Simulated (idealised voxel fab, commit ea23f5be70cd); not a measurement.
Process module in this document: voxel wiring stack
The width of the displayed cross-section, cut, is 250 nm; its cells are square, with a size of 5 nm.
For the purposes of this document, a cross-section shall be understood as a grid of square cells, specified as bands listed in top-to-bottom order, each band consisting of one or more rows of cells.
Within each band entry, the heights of the top and of the bottom of the band appear first, in that order and in nm; the materials of the band then follow from left to right, each with its corresponding width in nm. The designation "throughout" on a single material indicates that it fills the band from edge to edge; the designation "air" indicates empty space.
We count height from 0. Below that, the starting wafer is all one material. The lowest band never ends at the bottom but goes on down; see "top 0, no bottom" for how that is written.
Think of "30..40" as a width that walks from the first number to the second as you go down the band, top row to bottom row, taking equal-sized steps from row to row.
When a step is marked "same as before", none of the cells in the cross-section changed during that step.
Basically, "Enclosed empty spaces" tells you about the enclosed voids: empty spaces with no open way to the top, 8 cells or bigger, each written width x height at distance, where distance is from the left edge, all in nm.
Where a step's line continues beyond its settings, the continuation is a remark by the simulator itself on that step.
overlay nm: step with mask; distance mask lay right of planned place; negative value = left of planned place.

-- The process steps that were planned are listed below
1 RECEIVE: material Si
2 CONFORMAL_DEP: material SiO2, thk nm 10
3 DIRECTIONAL_DEP: material TiN, thk nm 5
4 DIRECTIONAL_DEP: material W, thk nm 15
5 DIRECTIONAL_DEP: material aC, thk nm 10
6 PATTERN: tone cover, mask id METAL_1, material resist, width nm 30, pitch nm 50, thk nm 25, overlay nm 0
7 DIRECTIONAL_ETCH: etch materials aC, depth nm 10
8 STRIP: etch materials resist
9 DIRECTIONAL_ETCH: etch materials W, depth nm 15
10 DIRECTIONAL_ETCH: etch materials TiN, depth nm 5
11 STRIP: etch materials aC
12 FILL_DEP: material lowk, thk nm 5
13 CMP: height nm 30
14 CONFORMAL_DEP: material SiCN, thk nm 5
15 DIRECTIONAL_DEP: material lowk, thk nm 25
16 DIRECTIONAL_DEP: material aC, thk nm 10
17 PATTERN: tone open, mask id METAL_2, material resist, width nm 30, pitch nm 50, thk nm 25, overlay nm 0
18 DIRECTIONAL_ETCH: etch materials aC, depth nm 10
19 STRIP: etch materials resist
20 DIRECTIONAL_ETCH: etch materials lowk, depth nm 15
21 STRIP: etch materials aC
22 MASKED_ETCH: tone open, mask id METAL_2_HOLES, width nm 15, pitch nm 50, etch materials lowk, depth nm 10, overlay nm 0
23 MASKED_ETCH: tone open, mask id METAL_2_HOLES, width nm 15, pitch nm 50, etch materials SiCN, depth nm 5, overlay nm 0
24 CONFORMAL_DEP: material TiN, thk nm 5
25 FILL_DEP: material Cu, thk nm 10
26 CMP: height nm 60
27 CONFORMAL_DEP: material SiCN, thk nm 5
28 DIRECTIONAL_DEP: material SiO2, thk nm 15
29 PATTERN: tone open, mask id PLUG_2, material resist, width nm 15, pitch nm 50, thk nm 15, overlay nm 0
30 DIRECTIONAL_ETCH: etch materials SiO2, depth nm 15
31 DIRECTIONAL_ETCH: etch materials SiCN, depth nm 5
32 STRIP: etch materials resist
33 EPI: material Ru, thk nm 10
34 EPI: material Ru, thk nm 10
35 DIRECTIONAL_DEP: material TiN, thk nm 5
36 DIRECTIONAL_DEP: material Ru, thk nm 25
37 MASKED_ETCH: tone cover, mask id METAL_3, width nm 30, pitch nm 50, etch materials Ru, depth nm 25, overlay nm 0
38 MASKED_ETCH: tone cover, mask id METAL_3, width nm 30, pitch nm 50, etch materials TiN, depth nm 5, overlay nm 0
39 CONFORMAL_DEP: material SiCN, thk nm 5
40 FILL_DEP: material lowk, thk nm 5
41 CMP: height nm 110
42 CONFORMAL_DEP: material SiCN, thk nm 5

-- As received (post step 1): cross-section
    top 0, no bottom = Si throughout
    Enclosed empty spaces: none

-- Wafer at module end, in section. Began as above, planned as above, run with one mistake
    top 115, bottom 110 = SiCN throughout
    top 110, bottom 105 = 55 nm lowk  40 nm SiCN  10 nm lowk  40 nm SiCN  10 nm lowk  40 nm SiCN  55 nm lowk
    top 105, bottom 85 = 55 nm lowk  5 nm SiCN  30 nm Ru  5 nm SiCN  10 nm lowk  5 nm SiCN  30 nm Ru  5 nm SiCN  10 nm lowk  5 nm SiCN  30 nm Ru  5 nm SiCN  55 nm lowk
    top 85, bottom 80 = 60 nm SiCN  30 nm Ru  20 nm SiCN  30 nm Ru  20 nm SiCN  30 nm Ru  60 nm SiCN
    top 80, bottom 65 = 60 nm SiO2  15 nm Ru  35 nm SiO2  15 nm Ru  35 nm SiO2  15 nm Ru  75 nm SiO2
    top 65, bottom 60 = 60 nm SiCN  15 nm Ru  35 nm SiCN  15 nm Ru  35 nm SiCN  15 nm Ru  75 nm SiCN
    top 60, bottom 50 = 60 nm lowk  5 nm TiN  20 nm Cu  5 nm TiN  20 nm lowk  5 nm TiN  20 nm Cu  5 nm TiN  20 nm lowk  5 nm TiN  20 nm Cu  5 nm TiN  60 nm lowk
    top 50, bottom 45 = 60 nm lowk  5 nm TiN  5 nm Cu  20 nm TiN  20 nm lowk  5 nm TiN  5 nm Cu  20 nm TiN  20 nm lowk  5 nm TiN  5 nm Cu  20 nm TiN  60 nm lowk
    top 45, bottom 35 = 60 nm lowk  5 nm TiN  5 nm Cu  5 nm TiN  35 nm lowk  5 nm TiN  5 nm Cu  5 nm TiN  35 nm lowk  5 nm TiN  5 nm Cu  5 nm TiN  75 nm lowk
    top 35, bottom 30 = 60 nm SiCN  15 nm TiN  35 nm SiCN  15 nm TiN  35 nm SiCN  15 nm TiN  75 nm SiCN
    top 30, bottom 15 = 60 nm lowk  30 nm W  20 nm lowk  30 nm W  20 nm lowk  30 nm W  60 nm lowk
    top 15, bottom 10 = 60 nm lowk  30 nm TiN  20 nm lowk  30 nm TiN  20 nm lowk  30 nm TiN  60 nm lowk
    top 10, bottom 0 = SiO2 throughout
    top 0, no bottom = Si throughout
    Enclosed empty spaces: none
Nonconformance to the process plan: step 35 was left out
